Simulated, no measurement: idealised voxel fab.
Name of the process module below: voxel capacitor over wiring
This is section cut - it's 155 nm across, gridded in 5 nm square cells.
Bands, listed from the top down, are how a cross-section gets written in this document; the cross-section itself is a grid of square cells, and a band is one or more rows of them.
Heads up on the band format: heights come first, top then bottom, in nm. After that it's the materials left to right, each with its width in nm. A single material flagged "throughout" fills the whole band edge to edge, and "air" means there's empty space there.
Height 0 is the level under which the wafer as received is all one material. The lowest band goes on downwards, as in "from 0 down".
Width spec "30 to 40" -> top row of cells at first value, bottom row at second value, equal per-row change in between.
A step reported as "left unchanged" is a step in which no cell of the cross-section changed.
The label "Catalogued sealed voids" introduces a list of the empty spaces, 8 cells or larger, that have no open way up to the top; each entry in it reads width x height at distance, where the distance is taken from the left edge and all three are stated in nm.
Whatever follows a step's settings on its line is a remark the simulator itself makes about that step.
overlay nm: mask offset rightward from planned place, masked step; negative means leftward offset.
Every pair from here on: before one process step, after it. The after cross-section reaches only to the lowest band that changed. Below the pair: the step in between and its settings. Pairs can belong to different runs of this module on the same starting wafer; a pair carries on from the pair above only if the entry headed "State before step" says so.
State before step:
    from 100 to 85 = 45 of resist | 15 of air | 95 of resist
    from 85 to 75 = SiO2 throughout
    from 75 to 70 = 35 of SiO2 | 60 of TiN | 60 of SiO2
    from 70 to 65 = 35 of SiO2 | 60 of Al2O3 | 60 of SiO2
    from 65 to 60 = 30 of SiO2 | 70 of TiN | 55 of SiO2
    from 60 to 45 = Al2O3 throughout
    from 45 to 40 = SiCN throughout
    from 40 to 15 = 25 of SiO2 | 5 of TiN | 15 of Cu | 5 of TiN | 55 of SiO2 | 5 of TiN | 15 of Cu | 5 of TiN | 25 of SiO2
    from 15 to 10 = 25 of SiN | 25 of TiN | 55 of SiN | 25 of TiN | 25 of SiN
    from 10 to 0 = SiO2 throughout
    from 0 down = Si throughout
    Catalogued sealed voids: none
Post-Process Section:
    from 100 to 85 = 45 of resist | 15 of air | 95 of resist
    from 85 to 75 = 45 of SiO2 | 15 of air | 95 of SiO2
    Note: structure below 75 unchanged.
    Catalogued sealed voids: none
Which step turns the before cross-section above into the after cross-section? DIRECTIONAL_ETCH, etch materials SiO2, depth nm 10
State before step: see the after view in the pair directly above.
Post-Process Section:
    from 85 to 75 = 45 of SiO2 | 15 of air | 95 of SiO2
    Note: structure below 75 unchanged.
    Catalogued sealed voids: none
Which step turns the before cross-section above into the after cross-section? STRIP, etch materials resist
State before step: see the after view in the pair directly above.
Post-Process Section:
    from 90 to 85 = 50 of TiN | 5 of air | 100 of TiN
    from 85 to 80 = 45 of SiO2 | 5 of TiN | 5 of air | 5 of TiN | 95 of SiO2
    from 80 to 70 = 45 to 35 of SiO2 | 15 to 60 of TiN | 95 to 60 of SiO2
    Note: structure below 70 unchanged.
    Catalogued sealed voids: none
Which step turns the before cross-section above into the after cross-section? CONFORMAL_DEP, material TiN, thk nm 5
State before step: see the after view in the pair directly above.
Post-Process Section:
    from 95 to 90 = W throughout
    from 90 to 85 = 50 of TiN | 5 of W | 100 of TiN
    from 85 to 80 = 45 of SiO2 | 5 of TiN | 5 of W | 5 of TiN | 95 of SiO2
    Note: structure below 80 unchanged.
    Catalogued sealed voids: none
Which step turns the before cross-section above into the after cross-section? FILL_DEP, material W, thk nm 5
State before step: see the after view in the pair directly above.
Post-Process Section:
    from 85 to 80 = 45 of SiO2 | 5 of TiN | 5 of W | 5 of TiN | 95 of SiO2
    Note: structure below 80 unchanged.
    Catalogued sealed voids: none
Which step turns the before cross-section above into the after cross-section? CMP, height nm 85
State before step: see the after view in the pair directly above.
Post-Process Section:
    from 90 to 85 = SiN throughout
    Note: structure below 85 unchanged.
    Catalogued sealed voids: none
Which step turns the before cross-section above into the after cross-section? CONFORMAL_DEP, material SiN, thk nm 5
State before step:
    from 75 to 70 = 35 of air | 60 of TiN | 60 of air
    from 70 to 65 = 35 of air | 60 of Al2O3 | 60 of air
    from 65 to 60 = TiN throughout
    from 60 to 45 = 35 of lowk | 15 of Ru | 105 of lowk
    from 45 to 40 = 35 of SiCN | 15 of Ru | 105 of SiCN
    from 40 to 15 = 25 of SiO2 | 5 of TiN | 15 of Cu | 5 of TiN | 55 of SiO2 | 5 of TiN | 15 of Cu | 5 of TiN | 25 of SiO2
    from 15 to 10 = 25 of SiN | 25 of TiN | 55 of SiN | 25 of TiN | 25 of SiN
    from 10 to 0 = SiO2 throughout
    from 0 down = Si throughout
    Catalogued sealed voids: none
Post-Process Section:
    from 70 to 65 = 35 of air | 60 of Al2O3 | 60 of air
    from 65 to 60 = 30 of TiN | 5 of air | 60 of TiN | 5 of air | 55 of TiN
    Note: structure below 60 unchanged.
    Catalogued sealed voids: none
Which step turns the before cross-section above into the after cross-section? MASKED_ETCH, tone open, mask id LOWER_PLATE, width nm 70, etch materials TiN, depth nm 5, overlay nm 0
State before step: see the after view in the pair directly above.
Post-Process Section:
    from 85 to 70 = SiO2 throughout
    from 70 to 65 = 35 of SiO2 | 60 of Al2O3 | 60 of SiO2
    from 65 to 60 = 30 of TiN | 5 of SiO2 | 60 of TiN | 5 of SiO2 | 55 of TiN
    Note: structure below 60 unchanged.
    Catalogued sealed voids: none
Which step turns the before cross-section above into the after cross-section? FILL_DEP, material SiO2, thk nm 15
State before step: see the after view in the pair directly above.
Post-Process Section:
    from 100 to 85 = 45 of resist | 15 of air | 95 of resist
    Note: structure below 85 unchanged.
    Catalogued sealed voids: none
Which step turns the before cross-section above into the after cross-section? PATTERN, tone open, mask id PLUG_2, material resist, width nm 15, thk nm 15, overlay nm 0
State before step: see the after view in the pair directly above.
Post-Process Section:
    from 100 to 85 = 45 of resist | 15 of air | 95 of resist
    from 85 to 75 = 45 of SiO2 | 15 of air | 95 of SiO2
    Note: structure below 75 unchanged.
    Catalogued sealed voids: none
Which step turns the before cross-section above into the after cross-section? DIRECTIONAL_ETCH, etch materials SiO2, depth nm 10
State before step: see the after view in the pair directly above.
Post-Process Section:
    from 85 to 75 = 45 of SiO2 | 15 of air | 95 of SiO2
    Note: structure below 75 unchanged.
    Catalogued sealed voids: none
Which step turns the before cross-section above into the after cross-section? STRIP, etch materials resist
State before step: see the after view in the pair directly above.
Post-Process Section:
    from 90 to 85 = 50 of TiN | 5 of air | 100 of TiN
    from 85 to 80 = 45 of SiO2 | 5 of TiN | 5 of air | 5 of TiN | 95 of SiO2
    from 80 to 75 = 45 of SiO2 | 15 of TiN | 95 of SiO2
    Note: structure below 75 unchanged.
    Catalogued sealed voids: none
Which step turns the before cross-section above into the after cross-section? CONFORMAL_DEP, material TiN, thk nm 5
State before step: see the after view in the pair directly above.
Post-Process Section:
    from 95 to 90 = W throughout
    from 90 to 85 = 50 of TiN | 5 of W | 100 of TiN
    from 85 to 80 = 45 of SiO2 | 5 of TiN | 5 of W | 5 of TiN | 95 of SiO2
    Note: structure below 80 unchanged.
    Catalogued sealed voids: none
Which step turns the before cross-section above into the after cross-section? FILL_DEP, material W, thk nm 5
State before step: see the after view in the pair directly above.
Post-Process Section:
    from 85 to 80 = 45 of SiO2 | 5 of TiN | 5 of W | 5 of TiN | 95 of SiO2
    Note: structure below 80 unchanged.
    Catalogued sealed voids: none
Which step turns the before cross-section above into the after cross-section? CMP, height nm 85
State before step: see the after view in the pair directly above.
Post-Process Section:
    from 90 to 85 = SiN throughout
    Note: structure below 85 unchanged.
    Catalogued sealed voids: none
Which step turns the before cross-section above into the after cross-section? CONFORMAL_DEP, material SiN, thk nm 5
